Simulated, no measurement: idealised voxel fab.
process module | voxel tone inversion
cross-section cut | 245 nm wide | cells 5 nm
A cross-section is a grid of square cells, given in bands from the top down. A band is one or more rows of cells.
Each band's line starts with the height of the band's top and of its bottom, in nm. Then come its materials from left to right, each with its width in nm. One material with "throughout" fills the band from edge to edge. "air" is empty space.
Height 0 is the level under which the wafer as received is all one material. The lowest band goes on downwards, as in "0 down".
A width such as "30 to 40" changes by the same amount from each row of cells to the next, from the band's top row to its bottom row.
"no change" after a step means that no cell of the cross-section changed.
closed voids: empty space of 8 cells or more with no open way to the top, each as width x height at its distance from the left edge, in nm
after a step's settings: what the simulator itself notes on the step
overlay nm, on a step with a mask: how far to the right of its planned place the mask lay; to the left if negative
plan
1 op RECEIVE | material Si
2 op CONFORMAL_DEP | material SiN | thk nm 5
3 op DIRECTIONAL_DEP | material polySi | thk nm 15
4 op PATTERN | tone cover | mask id POSTS | material resist | width nm 20 | pitch nm 40 | thk nm 20 | overlay nm 0
5 op DIRECTIONAL_ETCH | etch materials polySi | depth nm 15
6 op STRIP | etch materials resist
7 op FILL_DEP | material SiO2 | thk nm 5
8 op CMP | height nm 20
9 op STRIP | etch materials polySi
as received, after step 1
  0 down: Si throughout
  closed voids: none
first wafer at the end, as planned
  20 to 5: SiO2 50 | air 20 | SiO2 20 | air 20 | SiO2 20 | air 20 | SiO2 20 | air 20 | SiO2 55
  5 to 0: SiN throughout
  0 down: Si throughout
  closed voids: none
second wafer at the end: like start, like plan, one mistake
  20 to 5: SiO2 50 | air 25 | SiO2 15 | air 25 | SiO2 15 | air 25 | SiO2 15 | air 25 | SiO2 50
  5 to 0: SiN throughout
  0 down: Si throughout
  closed voids: none
what went wrong: step 4 ran as: op PATTERN | tone cover | mask id POSTS | material resist | width nm 25 | pitch nm 40 | thk nm 20 | overlay nm 0
at the end the second wafer has, in cells: 12 fewer of SiO2
